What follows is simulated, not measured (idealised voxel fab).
The process module that follows is named voxel released beams.
200 nm wide, 5 nm square cells: that's cross-section cut.
In what follows, cross-sections appear as grids of square cells, described through bands that run from the top down, where every band is one or more rows of cells.
First you get the band's top height and its bottom height, in nm, and then the materials it's made of, left to right, with each width in nm. If you see a single material with "everywhere", that one covers the band edge to edge. "empty" is empty space.
Basically, 0 is our baseline, since under it the wafer straight out of the box is all one material. The bottom band has no lower end and keeps on going down, so it looks like "0 down".
So if you see something like "30->40" for the width, read it as the top row of the band sitting at the first number and the bottom row at the second, with every row in between moving by the same amount as the last.
No cell of the cross-section changed in a step that is given as "changes: none".
So "Enclosed empty spaces" is basically the list of trapped voids: any empty space of 8 cells or more that can't reach the top through an opening. They're written width x height at distance, the distance being from the left edge, and it's all nm.
Note: text after step settings on the step line = simulator remark on that step.
For masked steps, "overlay nm" on the step line gives how far right of plan the mask actually lay; a minus sign means it lay to the left.

-- This section lists the process steps that were planned
1 op RECEIVE | material Si
2 op CONFORMAL_DEP | material SiN | thk nm 5
3 op DIRECTIONAL_DEP | material SiO2 | thk nm 20
4 op DIRECTIONAL_DEP | material aC | thk nm 15
5 op PATTERN | tone open | mask id ANCHOR | material resist | width nm 35 | thk nm 30 | overlay nm 0
6 op DIRECTIONAL_ETCH | etch materials aC | depth nm 15
7 op STRIP | etch materials resist
8 op DIRECTIONAL_ETCH | etch materials SiO2 | depth nm 20
9 op STRIP | etch materials aC
10 op CONFORMAL_DEP | material TiN | thk nm 15
11 op PATTERN | tone cover | mask id BEAM | material resist | width nm 80 | thk nm 20 | overlay nm 0
12 op DIRECTIONAL_ETCH | etch materials TiN | depth nm 15
13 op STRIP | etch materials resist
14 op STRIP | etch materials SiO2

-- Step 1 complete: cross-section of the wafer as received
- 0 down  Si everywhere
- Enclosed empty spaces: none

-- Cross-section at module end, one run error; start and plan unchanged from above
- 55 to 40  empty 55 nm  TiN 80 nm  empty 65 nm
- 40 to 25  TiN everywhere
- 25 to 5  SiO2 60 nm  TiN 35 nm  SiO2 105 nm
- 5 to 0  SiN everywhere
- 0 down  Si everywhere
- Enclosed empty spaces: none
Short version of what went wrong: heads up, step 10 of the plan got done twice
